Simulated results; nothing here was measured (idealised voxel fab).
Documented hereafter: the process module known as voxel fin reveal.
Displayed cross-section: cut, width of 200 nm, square cells sized 5 nm.
When this document writes out a cross-section, it uses a grid of square cells and lists it as bands, beginning at the top and moving down, with a band standing for one or more rows of cells.
What a band's entry tells you: where the top is and where the bottom is, as heights in nm, and after that what lies inside, material by material from left to right, each with its width in nm. Empty space is written as the word "empty", and a single material marked with the word "all across" occupies the band from edge to edge.
Heights are expressed relative to 0, this being the level below which the as-received wafer comprises one material exclusively. The lowest band is unbounded in the downward direction and is denoted as in "z 0 and below".
Think of "30->40" as a width that walks from the first number to the second as you go down the band, top row to bottom row, taking equal-sized steps from row to row.
"all unchanged", as given for a step, is the statement that not any cell of the cross-section underwent a change during that step.
Each empty space that has no open way to the top and spans at least 8 cells appears under "Enclosed cavity list" as width x height at distance, the distance counted from the left edge, all in nm.
The remark found on a step's line after its settings is issued by the simulator itself and pertains to that step.
"overlay nm" on a masked step: distance the mask lay right of its planned place, negative for left.

Set out below are the planned steps of the process:
1 RECEIVE, material Si
2 CONFORMAL_DEP, material SiN, thk nm 10
3 MASKED_ETCH, tone cover, mask id FINS, width nm 15, pitch nm 45, etch materials SiN, depth nm 10, overlay nm 0
4 MASKED_ETCH, tone cover, mask id FINS, width nm 15, pitch nm 45, etch materials Si, depth nm 40, overlay nm -15
5 OXIDIZE, depth nm 5
6 FILL_DEP, material SiO2, thk nm 10
7 CMP, height nm 10
8 SELECTIVE_ETCH, etch materials SiO2, depth nm 40
9 STRIP, etch materials SiN
Heads up: all these wafers start the same, and what changes between them is the overlay nm in step 4. The value you see in the plan is just what the first wafer got.

This is how the first of several wafers looked in cross-section when it arrived, which is after step 1:
    z 0 and below = Si all across
    Enclosed cavity list: none

Per-wafer rows below. For each material: cells gained (+) or lost (-) since the wafer was received, as of end of module. Then: closed voids:
overlay nm -15; -294 Si; +96 SiO2; Enclosed cavity list: none
overlay nm -10; -310 Si; +102 SiO2; Enclosed cavity list: none
overlay nm -5; -326 Si; +108 SiO2; Enclosed cavity list: none
overlay nm 0; -342 Si; +114 SiO2; Enclosed cavity list: none
overlay nm 5; -326 Si; +108 SiO2; Enclosed cavity list: none
overlay nm 10; -310 Si; +102 SiO2; Enclosed cavity list: none
overlay nm 15; -294 Si; +96 SiO2; Enclosed cavity list: none
